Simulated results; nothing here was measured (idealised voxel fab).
The process module that follows is named voxel trench capacitor.
The cross-section shown here is cut; it is 295 nm wide and divided into square cells measuring 5 nm on a side.
In this document a cross-section is written as a grid of square cells. It is given as a series of bands, listed from the top down, and a band is one or more rows of cells. In this notation a band is specified by the heights of its top and bottom, in that order and in nm, after which its materials appear from left to right, each paired with its width in nm. The word "everywhere" attached to a single material means that material fills the band from edge to edge; the word "empty" stands for empty space. A quick word on heights: they are counted from 0, and under that level the wafer as it came to us is one material throughout. The lowest band is different from the rest in having no bottom; it simply continues downward, written as in "top 0, no bottom". The expression "30->40" gives the width at the extremes of the band, the first number at its top row of cells and the second at its bottom row, with the width changing by equal amounts from each row to the next in between. "remained unchanged" (step): cross-section cells unchanged, all of them. What "Fully sealed cavities" gives you is every empty space of 8 cells or more that is cut off from the top. Each appears as width x height at distance, with the distance taken from the left edge and width, height and distance all in nm. Step line, after settings: the simulator's comment on this step. Regarding "overlay nm": on a step with a mask, it is the distance the mask lay to the right of its planned place; a negative value places it to the left.

Listed below are the process steps as planned
1. RECEIVE (material Si)
2. CONFORMAL_DEP (material SiN; thk nm 10)
3. DIRECTIONAL_DEP (material aC; thk nm 10)
4. PATTERN (tone open; mask id TRENCH; material resist; width nm 25; pitch nm 45; thk nm 30; overlay nm 0)
5. DIRECTIONAL_ETCH (etch materials aC; depth nm 10)
6. STRIP (etch materials resist)
7. DIRECTIONAL_ETCH (etch materials SiN; depth nm 10)
8. DIRECTIONAL_ETCH (etch materials Si; depth nm 30)
9. STRIP (etch materials aC)
10. CONFORMAL_DEP (material Al2O3; thk nm 5)
11. FILL_DEP (material polySi; thk nm 5)
12. CMP (height nm 10)

First out of two wafers; run went to plan

Received-state cross-section, reflecting completion of step 1
> top 0, no bottom: Si everywhere
> Fully sealed cavities: none

You're looking at a cross-section of the wafer after step 2
> top 10, bottom 0: SiN everywhere
> Rest of section, below 0: as before.

You're looking at a cross-section of the wafer after step 3
> top 20, bottom 10: aC everywhere
> Rest of section, below 10: as before.

You're looking at a cross-section of the wafer after step 4
> top 50, bottom 20: resist 65  empty 25  resist 20  empty 25  resist 20  empty 25  resist 20  empty 25  resist 70
> Rest of section, below 20: as before.

You're looking at a cross-section of the wafer after step 5
> top 40, bottom 20: resist 65  empty 25  resist 20  empty 25  resist 20  empty 25  resist 20  empty 25  resist 70
> top 20, bottom 10: aC 65  empty 25  aC 20  empty 25  aC 20  empty 25  aC 20  empty 25  aC 70
> Rest of section, below 10: as before.

You're looking at a cross-section of the wafer after step 6
> top 20, bottom 10: aC 65  empty 25  aC 20  empty 25  aC 20  empty 25  aC 20  empty 25  aC 70
> Rest of section, below 10: as before.

You're looking at a cross-section of the wafer after step 7
> top 20, bottom 10: aC 65  empty 25  aC 20  empty 25  aC 20  empty 25  aC 20  empty 25  aC 70
> top 10, bottom 0: SiN 65  empty 25  SiN 20  empty 25  SiN 20  empty 25  SiN 20  empty 25  SiN 70
> Rest of section, below 0: as before.

You're looking at a cross-section of the wafer after step 8
> top 20, bottom 10: aC 65  empty 25  aC 20  empty 25  aC 20  empty 25  aC 20  empty 25  aC 70
> top 10, bottom 0: SiN 65  empty 25  SiN 20  empty 25  SiN 20  empty 25  SiN 20  empty 25  SiN 70
> top 0, bottom -30: Si 65  empty 25  Si 20  empty 25  Si 20  empty 25  Si 20  empty 25  Si 70
> Rest of section, below -30: as before.

You're looking at a cross-section of the wafer after step 9
> top 10, bottom 0: SiN 65  empty 25  SiN 20  empty 25  SiN 20  empty 25  SiN 20  empty 25  SiN 70
> Rest of section, below 0: as before.

You're looking at a cross-section of the wafer after step 10
> top 15, bottom 10: Al2O3 70  empty 15  Al2O3 30  empty 15  Al2O3 30  empty 15  Al2O3 30  empty 15  Al2O3 75
> top 10, bottom 0: SiN 65  Al2O3 5  empty 15  Al2O3 5  SiN 20  Al2O3 5  empty 15  Al2O3 5  SiN 20  Al2O3 5  empty 15  Al2O3 5  SiN 20  Al2O3 5  empty 15  Al2O3 5  SiN 70
> top 0, bottom -25: Si 65  Al2O3 5  empty 15  Al2O3 5  Si 20  Al2O3 5  empty 15  Al2O3 5  Si 20  Al2O3 5  empty 15  Al2O3 5  Si 20  Al2O3 5  empty 15  Al2O3 5  Si 70
> top -25, bottom -30: Si 65  Al2O3 25  Si 20  Al2O3 25  Si 20  Al2O3 25  Si 20  Al2O3 25  Si 70
> Rest of section, below -30: as before.

You're looking at a cross-section of the wafer after step 11
> top 20, bottom 15: polySi everywhere
> top 15, bottom 10: Al2O3 70  polySi 15  Al2O3 30  polySi 15  Al2O3 30  polySi 15  Al2O3 30  polySi 15  Al2O3 75
> top 10, bottom 0: SiN 65  Al2O3 5  polySi 15  Al2O3 5  SiN 20  Al2O3 5  polySi 15  Al2O3 5  SiN 20  Al2O3 5  polySi 15  Al2O3 5  SiN 20  Al2O3 5  polySi 15  Al2O3 5  SiN 70
> top 0, bottom -25: Si 65  Al2O3 5  polySi 15  Al2O3 5  Si 20  Al2O3 5  polySi 15  Al2O3 5  Si 20  Al2O3 5  polySi 15  Al2O3 5  Si 20  Al2O3 5  polySi 15  Al2O3 5  Si 70
> Rest of section, below -25: as before.

You're looking at a cross-section of the wafer after step 12
> top 10, bottom 0: SiN 65  Al2O3 5  polySi 15  Al2O3 5  SiN 20  Al2O3 5  polySi 15  Al2O3 5  SiN 20  Al2O3 5  polySi 15  Al2O3 5  SiN 20  Al2O3 5  polySi 15  Al2O3 5  SiN 70
> Rest of section, below 0: as before.

For the second wafer, take the first wafer's start and plan, then add one mistake made in running it; everything through step 7, that step included, is shared with the first

Here is the second wafer in cross-section at the point where step 8 of the plan should have been done
> top 20, bottom 10: aC 65  empty 25  aC 20  empty 25  aC 20  empty 25  aC 20  empty 25  aC 70
> top 10, bottom 0: SiN 65  empty 25  SiN 20  empty 25  SiN 20  empty 25  SiN 20  empty 25  SiN 70
> top 0, bottom -20: Si 65  empty 25  Si 20  empty 25  Si 20  empty 25  Si 20  empty 25  Si 70
> Rest of section, below -20: as before.

Here is the second wafer in cross-section at the point where step 9 of the plan should have been done
> top 10, bottom 0: SiN 65  empty 25  SiN 20  empty 25  SiN 20  empty 25  SiN 20  empty 25  SiN 70
> Rest of section, below 0: as before.

Here is the second wafer in cross-section at the point where step 10 of the plan should have been done
> top 15, bottom 10: Al2O3 70  empty 15  Al2O3 30  empty 15  Al2O3 30  empty 15  Al2O3 30  empty 15  Al2O3 75
> top 10, bottom 0: SiN 65  Al2O3 5  empty 15  Al2O3 5  SiN 20  Al2O3 5  empty 15  Al2O3 5  SiN 20  Al2O3 5  empty 15  Al2O3 5  SiN 20  Al2O3 5  empty 15  Al2O3 5  SiN 70
> top 0, bottom -15: Si 65  Al2O3 5  empty 15  Al2O3 5  Si 20  Al2O3 5  empty 15  Al2O3 5  Si 20  Al2O3 5  empty 15  Al2O3 5  Si 20  Al2O3 5  empty 15  Al2O3 5  Si 70
> top -15, bottom -20: Si 65  Al2O3 25  Si 20  Al2O3 25  Si 20  Al2O3 25  Si 20  Al2O3 25  Si 70
> Rest of section, below -20: as before.

Here is the second wafer in cross-section at the point where step 11 of the plan should have been done
> top 20, bottom 15: polySi everywhere
> top 15, bottom 10: Al2O3 70  polySi 15  Al2O3 30  polySi 15  Al2O3 30  polySi 15  Al2O3 30  polySi 15  Al2O3 75
> top 10, bottom 0: SiN 65  Al2O3 5  polySi 15  Al2O3 5  SiN 20  Al2O3 5  polySi 15  Al2O3 5  SiN 20  Al2O3 5  polySi 15  Al2O3 5  SiN 20  Al2O3 5  polySi 15  Al2O3 5  SiN 70
> top 0, bottom -15: Si 65  Al2O3 5  polySi 15  Al2O3 5  Si 20  Al2O3 5  polySi 15  Al2O3 5  Si 20  Al2O3 5  polySi 15  Al2O3 5  Si 20  Al2O3 5  polySi 15  Al2O3 5  Si 70
> Rest of section, below -15: as before.

Here is the second wafer in cross-section at the point where step 12 of the plan should have been done
> top 10, bottom 0: SiN 65  Al2O3 5  polySi 15  Al2O3 5  SiN 20  Al2O3 5  polySi 15  Al2O3 5  SiN 20  Al2O3 5  polySi 15  Al2O3 5  SiN 20  Al2O3 5  polySi 15  Al2O3 5  SiN 70
> Rest of section, below 0: as before.
Run error: heads up, step 8 didn't go per plan, it actually ran as DIRECTIONAL_ETCH (etch materials Si; depth nm 20)
The second wafer ends with more or fewer cells of some materials than the first, per final count: 16 fewer of Al2O3 | 40 more of Si | 24 fewer of polySi
